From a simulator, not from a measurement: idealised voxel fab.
process module | voxel wiring stack
cross-section cut | 175 nm wide | cells 5 nm
A cross-section is a grid of square cells, given in bands from the top down. A band is one or more rows of cells.
Each band's line starts with the height of the band's top and of its bottom, in nm. Then come its materials from left to right, each with its width in nm. One material with "throughout" fills the band from edge to edge. "air" is empty space.
Height 0 is the level under which the wafer as received is all one material. The lowest band goes on downwards, as in "0 down".
A width such as "30 to 40" changes by the same amount from each row of cells to the next, from the band's top row to its bottom row.
"no change" after a step means that no cell of the cross-section changed.
closed voids: empty space of 8 cells or more with no open way to the top, each as width x height at its distance from the left edge, in nm
after a step's settings: what the simulator itself notes on the step
overlay nm, on a step with a mask: how far to the right of its planned place the mask lay; to the left if negative
plan
1 op RECEIVE | material Si
2 op CONFORMAL_DEP | material SiO2 | thk nm 15
3 op DIRECTIONAL_DEP | material TiN | thk nm 5
4 op DIRECTIONAL_DEP | material Ru | thk nm 20
5 op PATTERN | tone cover | mask id METAL_1 | material resist | width nm 25 | pitch nm 50 | thk nm 20 | overlay nm 0
6 op DIRECTIONAL_ETCH | etch materials Ru | depth nm 10
7 op DIRECTIONAL_ETCH | etch materials TiN | depth nm 5
8 op STRIP | etch materials resist
9 op CONFORMAL_DEP | material SiN | thk nm 5
10 op FILL_DEP | material lowk | thk nm 10
11 op CMP | height nm 40
12 op CONFORMAL_DEP | material SiCN | thk nm 5
13 op DIRECTIONAL_DEP | material lowk | thk nm 30
14 op PATTERN | tone open | mask id METAL_2 | material resist | width nm 25 | pitch nm 50 | thk nm 15 | overlay nm 0
15 op DIRECTIONAL_ETCH | etch materials lowk | depth nm 15
16 op STRIP | etch materials resist
17 op DIRECTIONAL_DEP | material aC | thk nm 15
18 op PATTERN | tone open | mask id METAL_2_HOLES | material resist | width nm 15 | pitch nm 50 | thk nm 35 | overlay nm 0
19 op DIRECTIONAL_ETCH | etch materials aC | depth nm 15
20 op STRIP | etch materials resist
21 op DIRECTIONAL_ETCH | etch materials lowk | depth nm 15
22 op DIRECTIONAL_ETCH | etch materials SiCN | depth nm 5
23 op STRIP | etch materials aC
24 op CONFORMAL_DEP | material TiN | thk nm 5
25 op FILL_DEP | material Cu | thk nm 5
26 op CMP | height nm 75
27 op CONFORMAL_DEP | material SiCN | thk nm 5
varied across the wafers: depth nm of step 6. The plan shows the first wafer's value. All wafers start alike
first wafer as received, after step 1
  0 down: Si throughout
  closed voids: none
each wafer at the end: cells of each material gained (+) or lost (-) since it was received, then its closed voids
depth nm 10 | +30 Cu | +100 Ru | +61 SiCN | +26 SiN | +105 SiO2 | +86 TiN | +152 lowk | closed voids: none
depth nm 15 | +30 Cu | +80 Ru | +61 SiCN | +32 SiN | +105 SiO2 | +86 TiN | +166 lowk | closed voids: none
depth nm 20 | +30 Cu | +60 Ru | +61 SiCN | +44 SiN | +105 SiO2 | +66 TiN | +194 lowk | closed voids: none
depth nm 25 | +30 Cu | +60 Ru | +61 SiCN | +44 SiN | +105 SiO2 | +66 TiN | +194 lowk | closed voids: none
depth nm 30 | +30 Cu | +60 Ru | +61 SiCN | +44 SiN | +105 SiO2 | +66 TiN | +194 lowk | closed voids: none
depth nm 35 | +30 Cu | +60 Ru | +61 SiCN | +44 SiN | +105 SiO2 | +66 TiN | +194 lowk | closed voids: none
